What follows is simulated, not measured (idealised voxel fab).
Module name: voxel capacitor over wiring (process module)
Square cell edge 5 nm, section width 155 nm, ID cut.
If you're reading a cross-section in this doc, picture square cells in a grid; it comes to you as bands, top ones listed first down to the bottom, and a band can be one or more rows of cells. Basically the band line says how high the top is and how high the bottom is, in nm, and then what's in it from left to right, every material with its width in nm. Empty space shows up as "empty", and if a single material carries "full width" it runs the full band edge to edge. Zero point of the height axis is 0; under it, received wafer = one material. Lowest band: continues down indefinitely, "0..down". Top row gets the first number, bottom row gets the second, and each row in between changes by the same step: that is how a band width like "30..40" works. "same as before" means the step left every cell of the cross-section as it was. Under "Trapped cavities" you'll find the enclosed gaps, the ones with no way out to the top, that are 8 cells or bigger; each reads width x height at distance, with distance counted from the left edge, everything in nm. Formally, on a step line, whatever follows the settings is a remark that the simulator itself makes on the step. overlay nm: mask right of planned place by this much (step with mask). Neg. = left. Before/after cross-section pairs, one process step each; after shown to lowest changed band; step and settings beneath. Pairs may be from different runs of this module on the same starting wafer; a pair continues from the one above only where its "Pre-step" entry says so.

Pre-step:
    0..down: Si full width
    Trapped cavities: none

Resulting Cross-Section:
    15..0: SiO2 full width
    Under 0: no change, same as before.
    Trapped cavities: none
Step that separates the before view from the after view above: CONFORMAL_DEP with material SiO2, thk nm 15

Pre-step: equal to the after panel directly above.

Resulting Cross-Section:
    20..15: TiN full width
    Under 15: no change, same as before.
    Trapped cavities: none
Step that separates the before view from the after view above: DIRECTIONAL_DEP with material TiN, thk nm 5

Pre-step: equal to the after panel directly above.

Resulting Cross-Section:
    35..20: W full width
    Under 20: no change, same as before.
    Trapped cavities: none
Step that separates the before view from the after view above: DIRECTIONAL_DEP with material W, thk nm 15

Pre-step: equal to the after panel directly above.

Resulting Cross-Section:
    55..35: empty 15 nm, then resist 25 nm, then empty 70 nm, then resist 25 nm, then empty 20 nm
    Under 35: no change, same as before.
    Trapped cavities: none
Step that separates the before view from the after view above: PATTERN with tone cover, mask id METAL_1, material resist, width nm 25, pitch nm 95, thk nm 20, overlay nm 0

Pre-step: equal to the after panel directly above.

Resulting Cross-Section:
    55..35: empty 15 nm, then resist 25 nm, then empty 70 nm, then resist 25 nm, then empty 20 nm
    35..20: empty 15 nm, then W 25 nm, then empty 70 nm, then W 25 nm, then empty 20 nm
    Under 20: no change, same as before.
    Trapped cavities: none
Step that separates the before view from the after view above: DIRECTIONAL_ETCH with etch materials W, depth nm 15

Pre-step: equal to the after panel directly above.

Resulting Cross-Section:
    55..35: empty 15 nm, then resist 25 nm, then empty 70 nm, then resist 25 nm, then empty 20 nm
    35..20: empty 15 nm, then W 25 nm, then empty 70 nm, then W 25 nm, then empty 20 nm
    20..15: empty 15 nm, then TiN 25 nm, then empty 70 nm, then TiN 25 nm, then empty 20 nm
    Under 15: no change, same as before.
    Trapped cavities: none
Step that separates the before view from the after view above: DIRECTIONAL_ETCH with etch materials TiN, depth nm 5

Pre-step: equal to the after panel directly above.

Resulting Cross-Section:
    35..20: empty 15 nm, then W 25 nm, then empty 70 nm, then W 25 nm, then empty 20 nm
    Under 20: no change, same as before.
    Trapped cavities: none
Step that separates the before view from the after view above: STRIP with etch materials resist

Pre-step: equal to the after panel directly above.

Resulting Cross-Section:
    40..35: lowk full width
    35..20: lowk 15 nm, then W 25 nm, then lowk 70 nm, then W 25 nm, then lowk 20 nm
    20..15: lowk 15 nm, then TiN 25 nm, then lowk 70 nm, then TiN 25 nm, then lowk 20 nm
    Under 15: no change, same as before.
    Trapped cavities: none
Step that separates the before view from the after view above: FILL_DEP with material lowk, thk nm 5

Pre-step: equal to the after panel directly above.

Resulting Cross-Section:
    35..20: lowk 15 nm, then W 25 nm, then lowk 70 nm, then W 25 nm, then lowk 20 nm
    Under 20: no change, same as before.
    Trapped cavities: none
Step that separates the before view from the after view above: CMP with height nm 35

Pre-step: equal to the after panel directly above.

Resulting Cross-Section:
    40..35: SiCN full width
    Under 35: no change, same as before.
    Trapped cavities: none
Step that separates the before view from the after view above: CONFORMAL_DEP with material SiCN, thk nm 5

Pre-step: equal to the after panel directly above.

Resulting Cross-Section:
    60..40: SiO2 full width
    Under 40: no change, same as before.
    Trapped cavities: none
Step that separates the before view from the after view above: DIRECTIONAL_DEP with material SiO2, thk nm 20

Pre-step: equal to the after panel directly above.

Resulting Cross-Section:
    60..40: SiO2 25 nm, then empty 15 nm, then SiO2 115 nm
    Under 40: no change, same as before.
    Trapped cavities: none
Step that separates the before view from the after view above: MASKED_ETCH with tone open, mask id PLUG_1, width nm 15, etch materials SiO2, depth nm 20, overlay nm 0

Pre-step: equal to the after panel directly above.

Resulting Cross-Section:
    60..40: SiO2 25 nm, then empty 15 nm, then SiO2 115 nm
    40..35: SiCN 25 nm, then empty 15 nm, then SiCN 115 nm
    Under 35: no change, same as before.
    Trapped cavities: none
Step that separates the before view from the after view above: MASKED_ETCH with tone open, mask id PLUG_1, width nm 15, etch materials SiCN, depth nm 5, overlay nm 0

Pre-step: equal to the after panel directly above.

Resulting Cross-Section:
    65..60: TiN 30 nm, then empty 5 nm, then TiN 120 nm
    60..40: SiO2 25 nm, then TiN 5 nm, then empty 5 nm, then TiN 5 nm, then SiO2 115 nm
    40..35: SiCN 25 nm, then TiN 15 nm, then SiCN 115 nm
    Under 35: no change, same as before.
    Trapped cavities: none
Step that separates the before view from the after view above: CONFORMAL_DEP with material TiN, thk nm 5

Pre-step: equal to the after panel directly above.

Resulting Cross-Section:
    70..65: Cu full width
    65..60: TiN 30 nm, then Cu 5 nm, then TiN 120 nm
    60..40: SiO2 25 nm, then TiN 5 nm, then Cu 5 nm, then TiN 5 nm, then SiO2 115 nm
    Under 40: no change, same as before.
    Trapped cavities: none
Step that separates the before view from the after view above: FILL_DEP with material Cu, thk nm 5

Pre-step: equal to the after panel directly above.

Resulting Cross-Section:
    60..40: SiO2 25 nm, then TiN 5 nm, then Cu 5 nm, then TiN 5 nm, then SiO2 115 nm
    Under 40: no change, same as before.
    Trapped cavities: none
Step that separates the before view from the after view above: CMP with height nm 60

Pre-step: equal to the after panel directly above.

Resulting Cross-Section:
    70..60: TiN full width
    Under 60: no change, same as before.
    Trapped cavities: none
Step that separates the before view from the after view above: DIRECTIONAL_DEP with material TiN, thk nm 10

Pre-step: equal to the after panel directly above.

Resulting Cross-Section:
    75..70: SiN full width
    Under 70: no change, same as before.
    Trapped cavities: none
Step that separates the before view from the after view above: DIRECTIONAL_DEP with material SiN, thk nm 5

Pre-step: equal to the after panel directly above.

Resulting Cross-Section:
    85..75: TiN full width
    Under 75: no change, same as before.
    Trapped cavities: none
Step that separates the before view from the after view above: DIRECTIONAL_DEP with material TiN, thk nm 10

Pre-step: equal to the after panel directly above.

Resulting Cross-Section:
    85..75: empty 25 nm, then TiN 75 nm, then empty 55 nm
    Under 75: no change, same as before.
    Trapped cavities: none
Step that separates the before view from the after view above: MASKED_ETCH with tone cover, mask id UPPER_PLATE, width nm 75, etch materials TiN, depth nm 10, overlay nm 0

Pre-step: equal to the after panel directly above.

Resulting Cross-Section:
    85..75: empty 25 nm, then TiN 75 nm, then empty 55 nm
    75..70: empty 25 nm, then SiN 75 nm, then empty 55 nm
    Under 70: no change, same as before.
    Trapped cavities: none
Step that separates the before view from the after view above: MASKED_ETCH with tone cover, mask id UPPER_PLATE, width nm 75, etch materials SiN, depth nm 5, overlay nm 0

Pre-step: equal to the after panel directly above.

Resulting Cross-Section:
    85..75: empty 25 nm, then TiN 75 nm, then empty 55 nm
    75..70: empty 25 nm, then SiN 75 nm, then empty 55 nm
    70..60: empty 20 nm, then TiN 85 nm, then empty 50 nm
    Under 60: no change, same as before.
    Trapped cavities: none
Step that separates the before view from the after view above: MASKED_ETCH with tone cover, mask id LOWER_PLATE, width nm 85, etch materials TiN, depth nm 10, overlay nm 0

Pre-step: equal to the after panel directly above.

Resulting Cross-Section:
    100..85: SiO2 full width
    85..75: SiO2 25 nm, then TiN 75 nm, then SiO2 55 nm
    75..70: SiO2 25 nm, then SiN 75 nm, then SiO2 55 nm
    70..60: SiO2 20 nm, then TiN 85 nm, then SiO2 50 nm
    Under 60: no change, same as before.
    Trapped cavities: none
Step that separates the before view from the after view above: FILL_DEP with material SiO2, thk nm 15

Pre-step: equal to the after panel directly above.

Resulting Cross-Section:
    95..85: SiO2 full width
    Under 85: no change, same as before.
    Trapped cavities: none
Step that separates the before view from the after view above: CMP with height nm 95

Pre-step: equal to the after panel directly above.

Resulting Cross-Section:
    115..95: resist 35 nm, then empty 15 nm, then resist 105 nm
    Under 95: no change, same as before.
    Trapped cavities: none
Step that separates the before view from the after view above: PATTERN with tone open, mask id PLUG_2, material resist, width nm 15, thk nm 20, overlay nm 0

Pre-step: equal to the after panel directly above.

Resulting Cross-Section:
    115..95: resist 35 nm, then empty 15 nm, then resist 105 nm
    95..85: SiO2 35 nm, then empty 15 nm, then SiO2 105 nm
    Under 85: no change, same as before.
    Trapped cavities: none
Step that separates the before view from the after view above: DIRECTIONAL_ETCH with etch materials SiO2, depth nm 10

Pre-step: equal to the after panel directly above.

Resulting Cross-Section:
    95..85: SiO2 35 nm, then empty 15 nm, then SiO2 105 nm
    Under 85: no change, same as before.
    Trapped cavities: none
Step that separates the before view from the after view above: STRIP with etch materials resist

Pre-step: equal to the after panel directly above.

Resulting Cross-Section:
    100..95: TiN 40 nm, then empty 5 nm, then TiN 110 nm
    95..90: SiO2 35 nm, then TiN 5 nm, then empty 5 nm, then TiN 5 nm, then SiO2 105 nm
    90..85: SiO2 35 nm, then TiN 15 nm, then SiO2 105 nm
    Under 85: no change, same as before.
    Trapped cavities: none
Step that separates the before view from the after view above: CONFORMAL_DEP with material TiN, thk nm 5

Pre-step: equal to the after panel directly above.

Resulting Cross-Section:
    105..100: Ru full width
    100..95: TiN 40 nm, then Ru 5 nm, then TiN 110 nm
    95..90: SiO2 35 nm, then TiN 5 nm, then Ru 5 nm, then TiN 5 nm, then SiO2 105 nm
    Under 90: no change, same as before.
    Trapped cavities: none
Step that separates the before view from the after view above: FILL_DEP with material Ru, thk nm 5

Pre-step: equal to the after panel directly above.

Resulting Cross-Section:
    95..90: SiO2 35 nm, then TiN 5 nm, then Ru 5 nm, then TiN 5 nm, then SiO2 105 nm
    Under 90: no change, same as before.
    Trapped cavities: none
Step that separates the before view from the after view above: CMP with height nm 95

Pre-step: equal to the after panel directly above.

Resulting Cross-Section:
    100..95: SiCN full width
    Under 95: no change, same as before.
    Trapped cavities: none
Step that separates the before view from the after view above: CONFORMAL_DEP with material SiCN, thk nm 5

Pre-step:
    15..0: SiO2 full width
    0..down: Si full width
    Trapped cavities: none

Resulting Cross-Section:
    30..15: W full width
    Under 15: no change, same as before.
    Trapped cavities: none
Step that separates the before view from the after view above: DIRECTIONAL_DEP with material W, thk nm 15

Pre-step: equal to the after panel directly above.

Resulting Cross-Section:
    50..30: empty 15 nm, then resist 25 nm, then empty 70 nm, then resist 25 nm, then empty 20 nm
    Under 30: no change, same as before.
    Trapped cavities: none
Step that separates the before view from the after view above: PATTERN with tone cover, mask id METAL_1, material resist, width nm 25, pitch nm 95, thk nm 20, overlay nm 0

Pre-step: equal to the after panel directly above.

Resulting Cross-Section:
    50..30: empty 15 nm, then resist 25 nm, then empty 70 nm, then resist 25 nm, then empty 20 nm
    30..15: empty 15 nm, then W 25 nm, then empty 70 nm, then W 25 nm, then empty 20 nm
    Under 15: no change, same as before.
    Trapped cavities: none
Step that separates the before view from the after view above: DIRECTIONAL_ETCH with etch materials W, depth nm 15

Pre-step: equal to the after panel directly above.

Resulting Cross-Section:
    30..15: empty 15 nm, then W 25 nm, then empty 70 nm, then W 25 nm, then empty 20 nm
    Under 15: no change, same as before.
    Trapped cavities: none
Step that separates the before view from the after view above: STRIP with etch materials resist

Pre-step: equal to the after panel directly above.

Resulting Cross-Section:
    35..30: lowk full width
    30..15: lowk 15 nm, then W 25 nm, then lowk 70 nm, then W 25 nm, then lowk 20 nm
    Under 15: no change, same as before.
    Trapped cavities: none
Step that separates the before view from the after view above: FILL_DEP with material lowk, thk nm 5

Pre-step: equal to the after panel directly above.

Resulting Cross-Section:
    40..35: SiCN full width
    Under 35: no change, same as before.
    Trapped cavities: none
Step that separates the before view from the after view above: CONFORMAL_DEP with material SiCN, thk nm 5

Pre-step: equal to the after panel directly above.

Resulting Cross-Section:
    60..40: SiO2 full width
    Under 40: no change, same as before.
    Trapped cavities: none
Step that separates the before view from the after view above: DIRECTIONAL_DEP with material SiO2, thk nm 20

Pre-step: equal to the after panel directly above.

Resulting Cross-Section:
    60..40: SiO2 25 nm, then empty 15 nm, then SiO2 115 nm
    Under 40: no change, same as before.
    Trapped cavities: none
Step that separates the before view from the after view above: MASKED_ETCH with tone open, mask id PLUG_1, width nm 15, etch materials SiO2, depth nm 20, overlay nm 0

Pre-step: equal to the after panel directly above.

Resulting Cross-Section:
    60..40: SiO2 25 nm, then empty 15 nm, then SiO2 115 nm
    40..35: SiCN 25 nm, then empty 15 nm, then SiCN 115 nm
    Under 35: no change, same as before.
    Trapped cavities: none
Step that separates the before view from the after view above: MASKED_ETCH with tone open, mask id PLUG_1, width nm 15, etch materials SiCN, depth nm 5, overlay nm 0

Pre-step: equal to the after panel directly above.

Resulting Cross-Section:
    65..60: TiN 30 nm, then empty 5 nm, then TiN 120 nm
    60..40: SiO2 25 nm, then TiN 5 nm, then empty 5 nm, then TiN 5 nm, then SiO2 115 nm
    40..35: SiCN 25 nm, then TiN 15 nm, then SiCN 115 nm
    Under 35: no change, same as before.
    Trapped cavities: none
Step that separates the before view from the after view above: CONFORMAL_DEP with material TiN, thk nm 5

Pre-step: equal to the after panel directly above.

Resulting Cross-Section:
    70..65: Cu full width
    65..60: TiN 30 nm, then Cu 5 nm, then TiN 120 nm
    60..40: SiO2 25 nm, then TiN 5 nm, then Cu 5 nm, then TiN 5 nm, then SiO2 115 nm
    Under 40: no change, same as before.
    Trapped cavities: none
Step that separates the before view from the after view above: FILL_DEP with material Cu, thk nm 5

Pre-step: equal to the after panel directly above.

Resulting Cross-Section:
    60..40: SiO2 25 nm, then TiN 5 nm, then Cu 5 nm, then TiN 5 nm, then SiO2 115 nm
    Under 40: no change, same as before.
    Trapped cavities: none
Step that separates the before view from the after view above: CMP with height nm 60

Pre-step: equal to the after panel directly above.

Resulting Cross-Section:
    70..60: TiN full width
    Under 60: no change, same as before.
    Trapped cavities: none
Step that separates the before view from the after view above: DIRECTIONAL_DEP with material TiN, thk nm 10

Pre-step: equal to the after panel directly above.

Resulting Cross-Section:
    75..70: SiN full width
    Under 70: no change, same as before.
    Trapped cavities: none
Step that separates the before view from the after view above: DIRECTIONAL_DEP with material SiN, thk nm 5

Pre-step: equal to the after panel directly above.

Resulting Cross-Section:
    85..75: TiN full width
    Under 75: no change, same as before.
    Trapped cavities: none
Step that separates the before view from the after view above: DIRECTIONAL_DEP with material TiN, thk nm 10

Pre-step: equal to the after panel directly above.

Resulting Cross-Section:
    85..75: empty 25 nm, then TiN 75 nm, then empty 55 nm
    Under 75: no change, same as before.
    Trapped cavities: none
Step that separates the before view from the after view above: MASKED_ETCH with tone cover, mask id UPPER_PLATE, width nm 75, etch materials TiN, depth nm 10, overlay nm 0

Pre-step: equal to the after panel directly above.

Resulting Cross-Section:
    85..75: empty 25 nm, then TiN 75 nm, then empty 55 nm
    75..70: empty 25 nm, then SiN 75 nm, then empty 55 nm
    Under 70: no change, same as before.
    Trapped cavities: none
Step that separates the before view from the after view above: MASKED_ETCH with tone cover, mask id UPPER_PLATE, width nm 75, etch materials SiN, depth nm 5, overlay nm 0

Pre-step: equal to the after panel directly above.

Resulting Cross-Section:
    85..75: empty 25 nm, then TiN 75 nm, then empty 55 nm
    75..70: empty 25 nm, then SiN 75 nm, then empty 55 nm
    70..60: empty 20 nm, then TiN 85 nm, then empty 50 nm
    Under 60: no change, same as before.
    Trapped cavities: none
Step that separates the before view from the after view above: MASKED_ETCH with tone cover, mask id LOWER_PLATE, width nm 85, etch materials TiN, depth nm 10, overlay nm 0

Pre-step: equal to the after panel directly above.

Resulting Cross-Section:
    100..85: SiO2 full width
    85..75: SiO2 25 nm, then TiN 75 nm, then SiO2 55 nm
    75..70: SiO2 25 nm, then SiN 75 nm, then SiO2 55 nm
    70..60: SiO2 20 nm, then TiN 85 nm, then SiO2 50 nm
    Under 60: no change, same as before.
    Trapped cavities: none
Step that separates the before view from the after view above: FILL_DEP with material SiO2, thk nm 15

Pre-step: equal to the after panel directly above.

Resulting Cross-Section:
    95..85: SiO2 full width
    Under 85: no change, same as before.
    Trapped cavities: none
Step that separates the before view from the after view above: CMP with height nm 95

Pre-step: equal to the after panel directly above.

Resulting Cross-Section:
    115..95: resist 35 nm, then empty 15 nm, then resist 105 nm
    Under 95: no change, same as before.
    Trapped cavities: none
Step that separates the before view from the after view above: PATTERN with tone open, mask id PLUG_2, material resist, width nm 15, thk nm 20, overlay nm 0

Pre-step: equal to the after panel directly above.

Resulting Cross-Section:
    115..95: resist 35 nm, then empty 15 nm, then resist 105 nm
    95..85: SiO2 35 nm, then empty 15 nm, then SiO2 105 nm
    Under 85: no change, same as before.
    Trapped cavities: none
Step that separates the before view from the after view above: DIRECTIONAL_ETCH with etch materials SiO2, depth nm 10

Pre-step: equal to the after panel directly above.

Resulting Cross-Section:
    95..85: SiO2 35 nm, then empty 15 nm, then SiO2 105 nm
    Under 85: no change, same as before.
    Trapped cavities: none
Step that separates the before view from the after view above: STRIP with etch materials resist

Pre-step: equal to the after panel directly above.

Resulting Cross-Section:
    100..95: TiN 40 nm, then empty 5 nm, then TiN 110 nm
    95..90: SiO2 35 nm, then TiN 5 nm, then empty 5 nm, then TiN 5 nm, then SiO2 105 nm
    90..85: SiO2 35 nm, then TiN 15 nm, then SiO2 105 nm
    Under 85: no change, same as before.
    Trapped cavities: none
Step that separates the before view from the after view above: CONFORMAL_DEP with material TiN, thk nm 5

Pre-step: equal to the after panel directly above.

Resulting Cross-Section:
    105..100: Ru full width
    100..95: TiN 40 nm, then Ru 5 nm, then TiN 110 nm
    95..90: SiO2 35 nm, then TiN 5 nm, then Ru 5 nm, then TiN 5 nm, then SiO2 105 nm
    Under 90: no change, same as before.
    Trapped cavities: none
Step that separates the before view from the after view above: FILL_DEP with material Ru, thk nm 5

Pre-step: equal to the after panel directly above.

Resulting Cross-Section:
    95..90: SiO2 35 nm, then TiN 5 nm, then Ru 5 nm, then TiN 5 nm, then SiO2 105 nm
    Under 90: no change, same as before.
    Trapped cavities: none
Step that separates the before view from the after view above: CMP with height nm 95

Pre-step: equal to the after panel directly above.

Resulting Cross-Section:
    100..95: SiCN full width
    Under 95: no change, same as before.
    Trapped cavities: none
Step that separates the before view from the after view above: CONFORMAL_DEP with material SiCN, thk nm 5

Pre-step:
    15..0: SiO2 full width
    0..down: Si full width
    Trapped cavities: none

Resulting Cross-Section:
    30..0: SiO2 full width
    Under 0: no change, same as before.
    Trapped cavities: none
Step that separates the before view from the after view above: CONFORMAL_DEP with material SiO2, thk nm 15

Pre-step: equal to the after panel directly above.

Resulting Cross-Section:
    35..30: TiN full width
    Under 30: no change, same as before.
    Trapped cavities: none
Step that separates the before view from the after view above: DIRECTIONAL_DEP with material TiN, thk nm 5

Pre-step: equal to the after panel directly above.

Resulting Cross-Section:
    50..35: W full width
    Under 35: no change, same as before.
    Trapped cavities: none
Step that separates the before view from the after view above: DIRECTIONAL_DEP with material W, thk nm 15

Pre-step: equal to the after panel directly above.

Resulting Cross-Section:
    70..50: empty 15 nm, then resist 25 nm, then empty 70 nm, then resist 25 nm, then empty 20 nm
    Under 50: no change, same as before.
    Trapped cavities: none
Step that separates the before view from the after view above: PATTERN with tone cover, mask id METAL_1, material resist, width nm 25, pitch nm 95, thk nm 20, overlay nm 0

Pre-step: equal to the after panel directly above.

Resulting Cross-Section:
    70..50: empty 15 nm, then resist 25 nm, then empty 70 nm, then resist 25 nm, then empty 20 nm
    50..35: empty 15 nm, then W 25 nm, then empty 70 nm, then W 25 nm, then empty 20 nm
    Under 35: no change, same as before.
    Trapped cavities: none
Step that separates the before view from the after view above: DIRECTIONAL_ETCH with etch materials W, depth nm 15

Pre-step: equal to the after panel directly above.

Resulting Cross-Section:
    70..50: empty 15 nm, then resist 25 nm, then empty 70 nm, then resist 25 nm, then empty 20 nm
    50..35: empty 15 nm, then W 25 nm, then empty 70 nm, then W 25 nm, then empty 20 nm
    35..30: empty 15 nm, then TiN 25 nm, then empty 70 nm, then TiN 25 nm, then empty 20 nm
    Under 30: no change, same as before.
    Trapped cavities: none
Step that separates the before view from the after view above: DIRECTIONAL_ETCH with etch materials TiN, depth nm 5

Pre-step: equal to the after panel directly above.

Resulting Cross-Section:
    50..35: empty 15 nm, then W 25 nm, then empty 70 nm, then W 25 nm, then empty 20 nm
    Under 35: no change, same as before.
    Trapped cavities: none
Step that separates the before view from the after view above: STRIP with etch materials resist

Pre-step: equal to the after panel directly above.

Resulting Cross-Section:
    55..50: lowk full width
    50..35: lowk 15 nm, then W 25 nm, then lowk 70 nm, then W 25 nm, then lowk 20 nm
    35..30: lowk 15 nm, then TiN 25 nm, then lowk 70 nm, then TiN 25 nm, then lowk 20 nm
    Under 30: no change, same as before.
    Trapped cavities: none
Step that separates the before view from the after view above: FILL_DEP with material lowk, thk nm 5

Pre-step: equal to the after panel directly above.

Resulting Cross-Section:
    35..30: lowk 15 nm, then TiN 25 nm, then lowk 70 nm, then TiN 25 nm, then lowk 20 nm
    Under 30: no change, same as before.
    Trapped cavities: none
Step that separates the before view from the after view above: CMP with height nm 35

Pre-step: equal to the after panel directly above.

Resulting Cross-Section:
    40..35: SiCN full width
    Under 35: no change, same as before.
    Trapped cavities: none
Step that separates the before view from the after view above: CONFORMAL_DEP with material SiCN, thk nm 5

Pre-step: equal to the after panel directly above.

Resulting Cross-Section:
    60..40: SiO2 full width
    Under 40: no change, same as before.
    Trapped cavities: none
Step that separates the before view from the after view above: DIRECTIONAL_DEP with material SiO2, thk nm 20

Pre-step: equal to the after panel directly above.

Resulting Cross-Section:
    60..40: SiO2 25 nm, then empty 15 nm, then SiO2 115 nm
    Under 40: no change, same as before.
    Trapped cavities: none
Step that separates the before view from the after view above: MASKED_ETCH with tone open, mask id PLUG_1, width nm 15, etch materials SiO2, depth nm 20, overlay nm 0

Pre-step: equal to the after panel directly above.

Resulting Cross-Section:
    60..40: SiO2 25 nm, then empty 15 nm, then SiO2 115 nm
    40..35: SiCN 25 nm, then empty 15 nm, then SiCN 115 nm
    Under 35: no change, same as before.
    Trapped cavities: none
Step that separates the before view from the after view above: MASKED_ETCH with tone open, mask id PLUG_1, width nm 15, etch materials SiCN, depth nm 5, overlay nm 0

Pre-step: equal to the after panel directly above.

Resulting Cross-Section:
    65..60: TiN 30 nm, then empty 5 nm, then TiN 120 nm
    60..40: SiO2 25 nm, then TiN 5 nm, then empty 5 nm, then TiN 5 nm, then SiO2 115 nm
    40..35: SiCN 25 nm, then TiN 15 nm, then SiCN 115 nm
    Under 35: no change, same as before.
    Trapped cavities: none
Step that separates the before view from the after view above: CONFORMAL_DEP with material TiN, thk nm 5

Pre-step: equal to the after panel directly above.

Resulting Cross-Section:
    70..65: Cu full width
    65..60: TiN 30 nm, then Cu 5 nm, then TiN 120 nm
    60..40: SiO2 25 nm, then TiN 5 nm, then Cu 5 nm, then TiN 5 nm, then SiO2 115 nm
    Under 40: no change, same as before.
    Trapped cavities: none
Step that separates the before view from the after view above: FILL_DEP with material Cu, thk nm 5

Pre-step: equal to the after panel directly above.

Resulting Cross-Section:
    60..40: SiO2 25 nm, then TiN 5 nm, then Cu 5 nm, then TiN 5 nm, then SiO2 115 nm
    Under 40: no change, same as before.
    Trapped cavities: none
Step that separates the before view from the after view above: CMP with height nm 60

Pre-step: equal to the after panel directly above.

Resulting Cross-Section:
    70..60: TiN full width
    Under 60: no change, same as before.
    Trapped cavities: none
Step that separates the before view from the after view above: DIRECTIONAL_DEP with material TiN, thk nm 10

Pre-step: equal to the after panel directly above.

Resulting Cross-Section:
    75..70: SiN full width
    Under 70: no change, same as before.
    Trapped cavities: none
Step that separates the before view from the after view above: DIRECTIONAL_DEP with material SiN, thk nm 5

Pre-step: equal to the after panel directly above.

Resulting Cross-Section:
    85..75: TiN full width
    Under 75: no change, same as before.
    Trapped cavities: none
Step that separates the before view from the after view above: DIRECTIONAL_DEP with material TiN, thk nm 10

Pre-step: equal to the after panel directly above.

Resulting Cross-Section:
    85..75: empty 25 nm, then TiN 75 nm, then empty 55 nm
    Under 75: no change, same as before.
    Trapped cavities: none
Step that separates the before view from the after view above: MASKED_ETCH with tone cover, mask id UPPER_PLATE, width nm 75, etch materials TiN, depth nm 10, overlay nm 0

Pre-step: equal to the after panel directly above.

Resulting Cross-Section:
    85..75: empty 25 nm, then TiN 75 nm, then empty 55 nm
    75..70: empty 25 nm, then SiN 75 nm, then empty 55 nm
    Under 70: no change, same as before.
    Trapped cavities: none
Step that separates the before view from the after view above: MASKED_ETCH with tone cover, mask id UPPER_PLATE, width nm 75, etch materials SiN, depth nm 5, overlay nm 0

Pre-step: equal to the after panel directly above.

Resulting Cross-Section:
    85..75: empty 25 nm, then TiN 75 nm, then empty 55 nm
    75..70: empty 25 nm, then SiN 75 nm, then empty 55 nm
    70..60: empty 20 nm, then TiN 85 nm, then empty 50 nm
    Under 60: no change, same as before.
    Trapped cavities: none
Step that separates the before view from the after view above: MASKED_ETCH with tone cover, mask id LOWER_PLATE, width nm 85, etch materials TiN, depth nm 10, overlay nm 0

Pre-step: equal to the after panel directly above.

Resulting Cross-Section:
    100..85: SiO2 full width
    85..75: SiO2 25 nm, then TiN 75 nm, then SiO2 55 nm
    75..70: SiO2 25 nm, then SiN 75 nm, then SiO2 55 nm
    70..60: SiO2 20 nm, then TiN 85 nm, then SiO2 50 nm
    Under 60: no change, same as before.
    Trapped cavities: none
Step that separates the before view from the after view above: FILL_DEP with material SiO2, thk nm 15

Pre-step: equal to the after panel directly above.

Resulting Cross-Section:
    95..85: SiO2 full width
    Under 85: no change, same as before.
    Trapped cavities: none
Step that separates the before view from the after view above: CMP with height nm 95

Pre-step: equal to the after panel directly above.

Resulting Cross-Section:
    115..95: resist 35 nm, then empty 15 nm, then resist 105 nm
    Under 95: no change, same as before.
    Trapped cavities: none
Step that separates the before view from the after view above: PATTERN with tone open, mask id PLUG_2, material resist, width nm 15, thk nm 20, overlay nm 0

Pre-step: equal to the after panel directly above.

Resulting Cross-Section:
    115..95: resist 35 nm, then empty 15 nm, then resist 105 nm
    95..85: SiO2 35 nm, then empty 15 nm, then SiO2 105 nm
    Under 85: no change, same as before.
    Trapped cavities: none
Step that separates the before view from the after view above: DIRECTIONAL_ETCH with etch materials SiO2, depth nm 10

Pre-step: equal to the after panel directly above.

Resulting Cross-Section:
    95..85: SiO2 35 nm, then empty 15 nm, then SiO2 105 nm
    Under 85: no change, same as before.
    Trapped cavities: none
Step that separates the before view from the after view above: STRIP with etch materials resist

Pre-step: equal to the after panel directly above.

Resulting Cross-Section:
    100..95: TiN 40 nm, then empty 5 nm, then TiN 110 nm
    95..90: SiO2 35 nm, then TiN 5 nm, then empty 5 nm, then TiN 5 nm, then SiO2 105 nm
    90..85: SiO2 35 nm, then TiN 15 nm, then SiO2 105 nm
    Under 85: no change, same as before.
    Trapped cavities: none
Step that separates the before view from the after view above: CONFORMAL_DEP with material TiN, thk nm 5

Pre-step: equal to the after panel directly above.

Resulting Cross-Section:
    105..100: Ru full width
    100..95: TiN 40 nm, then Ru 5 nm, then TiN 110 nm
    95..90: SiO2 35 nm, then TiN 5 nm, then Ru 5 nm, then TiN 5 nm, then SiO2 105 nm
    Under 90: no change, same as before.
    Trapped cavities: none
Step that separates the before view from the after view above: FILL_DEP with material Ru, thk nm 5

Pre-step: equal to the after panel directly above.

Resulting Cross-Section:
    95..90: SiO2 35 nm, then TiN 5 nm, then Ru 5 nm, then TiN 5 nm, then SiO2 105 nm
    Under 90: no change, same as before.
    Trapped cavities: none
Step that separates the before view from the after view above: CMP with height nm 95

Pre-step: equal to the after panel directly above.

Resulting Cross-Section:
    100..95: SiCN full width
    Under 95: no change, same as before.
    Trapped cavities: none
Step that separates the before view from the after view above: CONFORMAL_DEP with material SiCN, thk nm 5

Pre-step:
    70..60: TiN full width
    60..40: SiO2 25 nm, then TiN 5 nm, then Cu 5 nm, then TiN 5 nm, then SiO2 115 nm
    40..35: SiCN 25 nm, then TiN 15 nm, then SiCN 115 nm
    35..20: lowk 15 nm, then W 25 nm, then lowk 70 nm, then W 25 nm, then lowk 20 nm
    20..15: lowk 15 nm, then TiN 25 nm, then lowk 70 nm, then TiN 25 nm, then lowk 20 nm
    15..0: SiO2 full width
    0..down: Si full width
    Trapped cavities: none

Resulting Cross-Section:
    80..60: TiN full width
    Under 60: no change, same as before.
    Trapped cavities: none
Step that separates the before view from the after view above: DIRECTIONAL_DEP with material TiN, thk nm 10

Pre-step: equal to the after panel directly above.

Resulting Cross-Section:
    85..80: SiN full width
    Under 80: no change, same as before.
    Trapped cavities: none
Step that separates the before view from the after view above: DIRECTIONAL_DEP with material SiN, thk nm 5

Pre-step: equal to the after panel directly above.

Resulting Cross-Section:
    85..80: empty 25 nm, then SiN 75 nm, then empty 55 nm
    Under 80: no change, same as before.
    Trapped cavities: none
Step that separates the before view from the after view above: MASKED_ETCH with tone cover, mask id UPPER_PLATE, width nm 75, etch materials SiN, depth nm 5, overlay nm 0

Pre-step: equal to the after panel directly above.

Resulting Cross-Section:
    85..80: empty 25 nm, then SiN 75 nm, then empty 55 nm
    80..70: empty 20 nm, then TiN 85 nm, then empty 50 nm
    Under 70: no change, same as before.
    Trapped cavities: none
Step that separates the before view from the after view above: MASKED_ETCH with tone cover, mask id LOWER_PLATE, width nm 85, etch materials TiN, depth nm 10, overlay nm 0

Pre-step: equal to the after panel directly above.

Resulting Cross-Section:
    100..85: SiO2 full width
    85..80: SiO2 25 nm, then SiN 75 nm, then SiO2 55 nm
    80..70: SiO2 20 nm, then TiN 85 nm, then SiO2 50 nm
    Under 70: no change, same as before.
    Trapped cavities: none
Step that separates the before view from the after view above: FILL_DEP with material SiO2, thk nm 15
